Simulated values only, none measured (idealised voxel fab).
The process module that follows is named voxel capacitor over wiring.
cross-section cut | 245 nm wide | cells 5 nm
If you're reading a cross-section in this doc, picture square cells in a grid; it comes to you as bands, top ones listed first down to the bottom, and a band can be one or more rows of cells.
Read a band's entry like this: the first values are the height of its top and the height of its bottom in nm, and what follows is the sequence of materials from left to right, each with its width in nm. Note that "empty" is empty space, and that a single material marked "edge to edge" reaches across the band from edge to edge.
Heads up on the height convention: 0 is the point under which the incoming wafer is all one material, and the lowest band has no bottom, it just keeps going down, like "0..down".
The two numbers in a width such as "30..40" mark its ends across the band: the first belongs to the top row of cells, the second to the bottom row, and from each row to the next the width moves by the same amount.
Where a step carries "no alteration", the cross-section came out of it unchanged, cell for cell.
Basically, "Completely sealed voids" tells you about the enclosed voids: empty spaces with no open way to the top, 8 cells or bigger, each written width x height at distance, where distance is from the left edge, all in nm.
Step line, after settings: the simulator's comment on this step.
overlay nm: mask offset rightward from planned place, masked step; negative means leftward offset.
**List of planned process steps**
step 1: RECEIVE (material Si)
step 2: CONFORMAL_DEP (material SiO2; thk nm 15)
step 3: CONFORMAL_DEP (material SiN; thk nm 5)
step 4: DIRECTIONAL_DEP (material SiO2; thk nm 25)
step 5: DIRECTIONAL_DEP (material aC; thk nm 10)
step 6: PATTERN (tone open; mask id METAL_1; material resist; width nm 30; pitch nm 95; thk nm 30; overlay nm 0)
step 7: DIRECTIONAL_ETCH (etch materials aC; depth nm 10)
step 8: STRIP (etch materials resist)
step 9: DIRECTIONAL_ETCH (etch materials SiO2; depth nm 25)
step 10: DIRECTIONAL_ETCH (etch materials SiN; depth nm 5)
step 11: STRIP (etch materials aC)
step 12: CONFORMAL_DEP (material TiN; thk nm 5)
step 13: FILL_DEP (material Cu; thk nm 10)
step 14: CMP (height nm 45)
step 15: CONFORMAL_DEP (material SiCN; thk nm 5)
step 16: DIRECTIONAL_DEP (material SiO2; thk nm 15)
step 17: PATTERN (tone open; mask id PLUG_1; material resist; width nm 15; thk nm 20; overlay nm 0)
step 18: DIRECTIONAL_ETCH (etch materials SiO2; depth nm 15)
step 19: DIRECTIONAL_ETCH (etch materials SiCN; depth nm 5)
step 20: STRIP (etch materials resist)
step 21: CONFORMAL_DEP (material TiN; thk nm 5)
step 22: FILL_DEP (material Cu; thk nm 10)
step 23: CMP (height nm 65)
step 24: DIRECTIONAL_DEP (material TiN; thk nm 10)
step 25: DIRECTIONAL_DEP (material HfO2; thk nm 5)
step 26: DIRECTIONAL_DEP (material TiN; thk nm 5)
step 27: PATTERN (tone cover; mask id UPPER_PLATE; material resist; width nm 70; thk nm 15; overlay nm 0)
step 28: DIRECTIONAL_ETCH (etch materials TiN; depth nm 5)
step 29: DIRECTIONAL_ETCH (etch materials HfO2; depth nm 5)
step 30: STRIP (etch materials resist)
step 31: DIRECTIONAL_DEP (material aC; thk nm 10)
step 32: PATTERN (tone cover; mask id LOWER_PLATE; material resist; width nm 80; thk nm 30; overlay nm 0)
step 33: DIRECTIONAL_ETCH (etch materials aC; depth nm 10)
step 34: STRIP (etch materials resist)
step 35: DIRECTIONAL_ETCH (etch materials TiN; depth nm 10)
step 36: STRIP (etch materials aC)
step 37: FILL_DEP (material SiO2; thk nm 15)
step 38: CMP (height nm 95)
step 39: DIRECTIONAL_DEP (material aC; thk nm 15)
step 40: PATTERN (tone open; mask id PLUG_2; material resist; width nm 15; thk nm 35; overlay nm 0)
step 41: DIRECTIONAL_ETCH (etch materials aC; depth nm 15)
step 42: STRIP (etch materials resist)
step 43: DIRECTIONAL_ETCH (etch materials SiO2; depth nm 10)
step 44: STRIP (etch materials aC)
step 45: CONFORMAL_DEP (material TiN; thk nm 5)
step 46: FILL_DEP (material W; thk nm 10)
step 47: CMP (height nm 95)
step 48: CONFORMAL_DEP (material SiN; thk nm 5)
**The following pertains to the first of two wafers, which was processed as planned**
**Step 1 complete: cross-section of the wafer as received**
* 0..down | Si edge to edge
* Completely sealed voids: none
**After step 2, in cross-section**
* 15..0 | SiO2 edge to edge
* No changes below 0.
**After step 3, in cross-section**
* 20..15 | SiN edge to edge
* No changes below 15.
**After step 4, in cross-section**
* 45..20 | SiO2 edge to edge
* No changes below 20.
**After step 5, in cross-section**
* 55..45 | aC edge to edge
* No changes below 45.
**After step 6, in cross-section**
* 85..55 | resist: 60 | empty: 30 | resist: 65 | empty: 30 | resist: 60
* No changes below 55.
**After step 7, in cross-section**
* 75..55 | resist: 60 | empty: 30 | resist: 65 | empty: 30 | resist: 60
* 55..45 | aC: 60 | empty: 30 | aC: 65 | empty: 30 | aC: 60
* No changes below 45.
**After step 8, in cross-section**
* 55..45 | aC: 60 | empty: 30 | aC: 65 | empty: 30 | aC: 60
* No changes below 45.
**After step 9, in cross-section**
* 55..45 | aC: 60 | empty: 30 | aC: 65 | empty: 30 | aC: 60
* 45..20 | SiO2: 60 | empty: 30 | SiO2: 65 | empty: 30 | SiO2: 60
* No changes below 20.
**After step 10, in cross-section**
* 55..45 | aC: 60 | empty: 30 | aC: 65 | empty: 30 | aC: 60
* 45..20 | SiO2: 60 | empty: 30 | SiO2: 65 | empty: 30 | SiO2: 60
* 20..15 | SiN: 60 | empty: 30 | SiN: 65 | empty: 30 | SiN: 60
* No changes below 15.
**After step 11, in cross-section**
* 45..20 | SiO2: 60 | empty: 30 | SiO2: 65 | empty: 30 | SiO2: 60
* No changes below 20.
**After step 12, in cross-section**
* 50..45 | TiN: 65 | empty: 20 | TiN: 75 | empty: 20 | TiN: 65
* 45..20 | SiO2: 60 | TiN: 5 | empty: 20 | TiN: 5 | SiO2: 65 | TiN: 5 | empty: 20 | TiN: 5 | SiO2: 60
* 20..15 | SiN: 60 | TiN: 30 | SiN: 65 | TiN: 30 | SiN: 60
* No changes below 15.
**After step 13, in cross-section**
* 60..50 | Cu edge to edge
* 50..45 | TiN: 65 | Cu: 20 | TiN: 75 | Cu: 20 | TiN: 65
* 45..20 | SiO2: 60 | TiN: 5 | Cu: 20 | TiN: 5 | SiO2: 65 | TiN: 5 | Cu: 20 | TiN: 5 | SiO2: 60
* No changes below 20.
**After step 14, in cross-section**
* 45..20 | SiO2: 60 | TiN: 5 | Cu: 20 | TiN: 5 | SiO2: 65 | TiN: 5 | Cu: 20 | TiN: 5 | SiO2: 60
* No changes below 20.
**After step 15, in cross-section**
* 50..45 | SiCN edge to edge
* No changes below 45.
**After step 16, in cross-section**
* 65..50 | SiO2 edge to edge
* No changes below 50.
**After step 17, in cross-section**
* 85..65 | resist: 75 | empty: 15 | resist: 155
* No changes below 65.
**After step 18, in cross-section**
* 85..65 | resist: 75 | empty: 15 | resist: 155
* 65..50 | SiO2: 75 | empty: 15 | SiO2: 155
* No changes below 50.
**After step 19, in cross-section**
* 85..65 | resist: 75 | empty: 15 | resist: 155
* 65..50 | SiO2: 75 | empty: 15 | SiO2: 155
* 50..45 | SiCN: 75 | empty: 15 | SiCN: 155
* No changes below 45.
**After step 20, in cross-section**
* 65..50 | SiO2: 75 | empty: 15 | SiO2: 155
* No changes below 50.
**After step 21, in cross-section**
* 70..65 | TiN: 80 | empty: 5 | TiN: 160
* 65..50 | SiO2: 75 | TiN: 5 | empty: 5 | TiN: 5 | SiO2: 155
* 50..45 | SiCN: 75 | TiN: 15 | SiCN: 155
* No changes below 45.
**After step 22, in cross-section**
* 80..70 | Cu edge to edge
* 70..65 | TiN: 80 | Cu: 5 | TiN: 160
* 65..50 | SiO2: 75 | TiN: 5 | Cu: 5 | TiN: 5 | SiO2: 155
* No changes below 50.
**After step 23, in cross-section**
* 65..50 | SiO2: 75 | TiN: 5 | Cu: 5 | TiN: 5 | SiO2: 155
* No changes below 50.
**After step 24, in cross-section**
* 75..65 | TiN edge to edge
* No changes below 65.
**After step 25, in cross-section**
* 80..75 | HfO2 edge to edge
* No changes below 75.
**After step 26, in cross-section**
* 85..80 | TiN edge to edge
* No changes below 80.
**After step 27, in cross-section**
* 100..85 | empty: 75 | resist: 70 | empty: 100
* No changes below 85.
**After step 28, in cross-section**
* 100..85 | empty: 75 | resist: 70 | empty: 100
* 85..80 | empty: 75 | TiN: 70 | empty: 100
* No changes below 80.
**After step 29, in cross-section**
* 100..85 | empty: 75 | resist: 70 | empty: 100
* 85..80 | empty: 75 | TiN: 70 | empty: 100
* 80..75 | empty: 75 | HfO2: 70 | empty: 100
* No changes below 75.
**After step 30, in cross-section**
* 85..80 | empty: 75 | TiN: 70 | empty: 100
* No changes below 80.
**After step 31, in cross-section**
* 95..85 | empty: 75 | aC: 70 | empty: 100
* 85..80 | aC: 75 | TiN: 70 | aC: 100
* 80..75 | aC: 75 | HfO2: 70 | aC: 100
* No changes below 75.
**After step 32, in cross-section**
* 125..95 | empty: 70 | resist: 80 | empty: 95
* 95..85 | empty: 70 | resist: 5 | aC: 70 | resist: 5 | empty: 95
* No changes below 85.
**After step 33, in cross-section**
* 115..95 | empty: 70 | resist: 80 | empty: 95
* 95..85 | empty: 70 | resist: 5 | aC: 70 | resist: 5 | empty: 95
* 85..80 | empty: 70 | aC: 5 | TiN: 70 | aC: 5 | empty: 95
* 80..75 | empty: 70 | aC: 5 | HfO2: 70 | aC: 5 | empty: 95
* No changes below 75.
**After step 34, in cross-section**
* 95..85 | empty: 75 | aC: 70 | empty: 100
* No changes below 85.
**After step 35, in cross-section**
* 95..85 | empty: 75 | aC: 70 | empty: 100
* 85..80 | empty: 70 | aC: 5 | TiN: 70 | aC: 5 | empty: 95
* 80..75 | empty: 70 | aC: 5 | HfO2: 70 | aC: 5 | empty: 95
* 75..65 | empty: 70 | TiN: 80 | empty: 95
* No changes below 65.
**After step 36, in cross-section**
* 85..80 | empty: 75 | TiN: 70 | empty: 100
* 80..75 | empty: 75 | HfO2: 70 | empty: 100
* No changes below 75.
**After step 37, in cross-section**
* 100..85 | SiO2 edge to edge
* 85..80 | SiO2: 75 | TiN: 70 | SiO2: 100
* 80..75 | SiO2: 75 | HfO2: 70 | SiO2: 100
* 75..65 | SiO2: 70 | TiN: 80 | SiO2: 95
* No changes below 65.
**After step 38, in cross-section**
* 95..85 | SiO2 edge to edge
* No changes below 85.
**After step 39, in cross-section**
* 110..95 | aC edge to edge
* No changes below 95.
**After step 40, in cross-section**
* 145..110 | resist: 85 | empty: 15 | resist: 145
* No changes below 110.
**After step 41, in cross-section**
* 130..110 | resist: 85 | empty: 15 | resist: 145
* 110..95 | aC: 85 | empty: 15 | aC: 145
* No changes below 95.
**After step 42, in cross-section**
* 110..95 | aC: 85 | empty: 15 | aC: 145
* No changes below 95.
**After step 43, in cross-section**
* 110..95 | aC: 85 | empty: 15 | aC: 145
* 95..85 | SiO2: 85 | empty: 15 | SiO2: 145
* No changes below 85.
**After step 44, in cross-section**
* 95..85 | SiO2: 85 | empty: 15 | SiO2: 145
* No changes below 85.
**After step 45, in cross-section**
* 100..95 | TiN: 90 | empty: 5 | TiN: 150
* 95..90 | SiO2: 85 | TiN: 5 | empty: 5 | TiN: 5 | SiO2: 145
* 90..80 | SiO2: 85..75 | TiN: 15..70 | SiO2: 145..100
* No changes below 80.
**After step 46, in cross-section**
* 110..100 | W edge to edge
* 100..95 | TiN: 90 | W: 5 | TiN: 150
* 95..90 | SiO2: 85 | TiN: 5 | W: 5 | TiN: 5 | SiO2: 145
* No changes below 90.
**After step 47, in cross-section**
* 95..90 | SiO2: 85 | TiN: 5 | W: 5 | TiN: 5 | SiO2: 145
* No changes below 90.
**After step 48, in cross-section**
* 100..95 | SiN edge to edge
* No changes below 95.
**The Second Wafer: Common Origin and Plan, One Mistake in Execution, Identical to the First Through Step 46**
What the second wafer looks like in cross-section when step 47 should have wrapped up: no alteration
**What the second wafer looks like in cross-section when step 48 should have wrapped up**
* 115..110 | SiN edge to edge
* No changes below 110.
What went wrong in running the wafer? step 47 of the plan was bypassed and not carried out
End of process, cell counts, second wafer against first, materials with more or fewer: +48 TiN; +99 W
